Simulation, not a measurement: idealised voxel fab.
This section sets out a process module, namely voxel lift off.
Section cut is 220 nm wide and gridded with 5 nm square cells.
A cross-section is written here as square cells arranged in a grid, and it is given in bands from the top down, each band taking up one or more rows of cells.
Each band's line starts with the height of the band's top and of its bottom, in nm. Then come its materials from left to right, each with its width in nm. One material with "edge to edge" fills the band from edge to edge. "empty" is empty space.
The reference from which all heights are counted is 0, the level beneath which the as-received wafer is entirely one material; the lowest band, having no lower bound, proceeds downward and is written after the example "0 -> down".
Graded width ("30 to 40"): value in top row of band = first number; value in bottom row = second number; row-to-row change constant.
"same as before" means the step left every cell of the cross-section as it was.
Entry "Enclosed void catalog". Content: empty spaces with no open connection to the top, size 8 cells or greater. Each: width x height at distance. Distance: from left edge. Unit: nm.
What comes after the settings on a step's line is commentary from the simulator itself on that step.
The line of a step may include "overlay nm". On a step with a mask, this value is how far to the right of its planned place the mask lay. A negative value means the mask lay to the left.

## Set out below are the planned steps of the process
1,op RECEIVE | material Si
2,op CONFORMAL_DEP | material Al2O3 | thk nm 10
3,op PATTERN | tone open | mask id LINES | material resist | width nm 20 | pitch nm 45 | thk nm 25 | overlay nm 0
4,op DIRECTIONAL_DEP | material Ru | thk nm 15
5,op STRIP | etch materials resist
6,op CONFORMAL_DEP | material SiO2 | thk nm 5
What sets these wafers apart? The width nm at step 3. They all start alike, and the plan carries the first wafer's value.

## Here's the first of the wafers in cross-section, just as we got it, i.e. after step 1
0 -> down | Si edge to edge
Enclosed void catalog: none

## Quick look at the cross-section of the first of several wafers after step 6, which wraps up the module
30 -> 25 | empty (70)  SiO2 (30)  empty (15)  SiO2 (30)  empty (75)
25 -> 15 | empty (70)  SiO2 (5)  Ru (20)  SiO2 (5)  empty (15)  SiO2 (5)  Ru (20)  SiO2 (5)  empty (75)
15 -> 10 | SiO2 (75)  Ru (20)  SiO2 (25)  Ru (20)  SiO2 (80)
10 -> 0 | Al2O3 edge to edge
0 -> down | Si edge to edge
Enclosed void catalog: none

## The module's end: a cross-section of the last wafer
30 -> 25 | empty (65)  SiO2 (40)  empty (5)  SiO2 (40)  empty (70)
25 -> 15 | empty (65)  SiO2 (5)  Ru (30)  SiO2 (5)  empty (5)  SiO2 (5)  Ru (30)  SiO2 (5)  empty (70)
15 -> 10 | SiO2 (70)  Ru (30)  SiO2 (15)  Ru (30)  SiO2 (75)
10 -> 0 | Al2O3 edge to edge
0 -> down | Si edge to edge
Enclosed void catalog: none

## Below: a row per wafer. Contents at end of module: for every material, cells gained since receipt (+) or lost since receipt (-); then closed voids
width nm 20 | +88 Al2O3 | +24 Ru | +56 SiO2 | Enclosed void catalog: none
width nm 25 | +88 Al2O3 | +30 Ru | +56 SiO2 | Enclosed void catalog: none
width nm 30 | +88 Al2O3 | +36 Ru | +56 SiO2 | Enclosed void catalog: none
